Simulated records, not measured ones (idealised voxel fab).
Herein follows the process module entitled voxel self aligned contacts.
Square cell edge 5 nm, section width 265 nm, ID cut.
The cross-sections in this document take the form of a grid made of square cells. They are written out as bands, in order from top to bottom. Each band consists of one or more rows of cells.
Per band: top height and bottom height in nm, followed by the left-to-right materials and their widths in nm; "all across" marks a single material spanning edge to edge, "air" marks empty space.
Height is counted from the level 0, under which the received wafer is composed throughout of one material. The lowest of the bands is not closed at the bottom but continues downward, in the notation "0 -> down".
Top row gets the first number, bottom row gets the second, and each row in between changes by the same step: that is how a band width like "30->40" works.
You'll sometimes find "no modification" written for a step, and that's the way of saying that nowhere in the cross-section did a cell change during that step.
Listed in "Fully sealed voids": every empty space of 8 or more cells without an open way to the top. Form: width x height at distance, the distance being from the left edge, all in nm.
Post-settings text on a step line: simulator's own remark regarding the step.
overlay nm: for a step with a mask, the amount by which the mask lay right of where it was planned; a negative amount means left of it.

This section lists the process steps that were planned
- 1: RECEIVE,material Si
- 2: OXIDIZE,depth nm 5
- 3: DIRECTIONAL_DEP,material polySi,thk nm 20
- 4: DIRECTIONAL_DEP,material SiN,thk nm 15
- 5: PATTERN,tone cover,mask id GATE,material resist,width nm 35,pitch nm 70,thk nm 20,overlay nm 0
- 6: DIRECTIONAL_ETCH,etch materials SiN,depth nm 15
- 7: DIRECTIONAL_ETCH,etch materials polySi,depth nm 20
- 8: STRIP,etch materials resist
- 9: CONFORMAL_DEP,material SiN,thk nm 5
- 10: DIRECTIONAL_ETCH,etch materials SiN,depth nm 5
- 11: FILL_DEP,material SiO2,thk nm 15
- 12: CMP,height nm 40
- 13: PATTERN,tone open,mask id CONTACT,material resist,width nm 45,thk nm 15,overlay nm 0
- 14: DIRECTIONAL_ETCH,etch materials SiO2,depth nm 45
- 15: STRIP,etch materials resist
- 16: CONFORMAL_DEP,material TiN,thk nm 5
- 17: FILL_DEP,material Ru,thk nm 5
- 18: CMP,height nm 40
- 19: CONFORMAL_DEP,material SiN,thk nm 5

As received (post step 1): cross-section
  0 -> down: Si all across
  Fully sealed voids: none

As-planned run: cross-section of the first of two wafers at end of module
  45 -> 40: SiN all across
  40 -> 35: SiO2 110 nm  TiN 15 nm  Ru 15 nm  TiN 15 nm  SiO2 110 nm
  35 -> 20: SiO2 75 nm  SiN 45 nm  TiN 5 nm  Ru 15 nm  TiN 5 nm  SiN 45 nm  SiO2 75 nm
  20 -> 0: SiO2 75 nm  SiN 5 nm  polySi 35 nm  SiN 5 nm  TiN 5 nm  Ru 15 nm  TiN 5 nm  SiN 5 nm  polySi 35 nm  SiN 5 nm  SiO2 75 nm
  0 -> -5: SiO2 120 nm  TiN 25 nm  SiO2 120 nm
  -5 -> down: Si all across
  Fully sealed voids: none

So this is wafer number two of the two, cut at the end of the module - it started where the first did and had the same plan, we just got one thing wrong running it
  45 -> 40: SiN all across
  40 -> 35: SiO2 110 nm  TiN 5 nm  Ru 15 nm  TiN 25 nm  SiO2 110 nm
  35 -> 20: SiO2 65 nm  SiN 45 nm  TiN 5 nm  Ru 15 nm  TiN 5 nm  SiN 45 nm  SiO2 85 nm
  20 -> 0: SiO2 65 nm  SiN 5 nm  polySi 35 nm  SiN 5 nm  TiN 5 nm  Ru 15 nm  TiN 5 nm  SiN 5 nm  polySi 35 nm  SiN 5 nm  SiO2 85 nm
  0 -> -5: SiO2 110 nm  TiN 25 nm  SiO2 130 nm
  -5 -> down: Si all across
  Fully sealed voids: none
Deviation from plan: contrary to plan, step 5 was performed as PATTERN,tone cover,mask id GATE,material resist,width nm 35,pitch nm 70,thk nm 20,overlay nm -10
End check, second vs first wafer: material counts in cells match, positions do not.
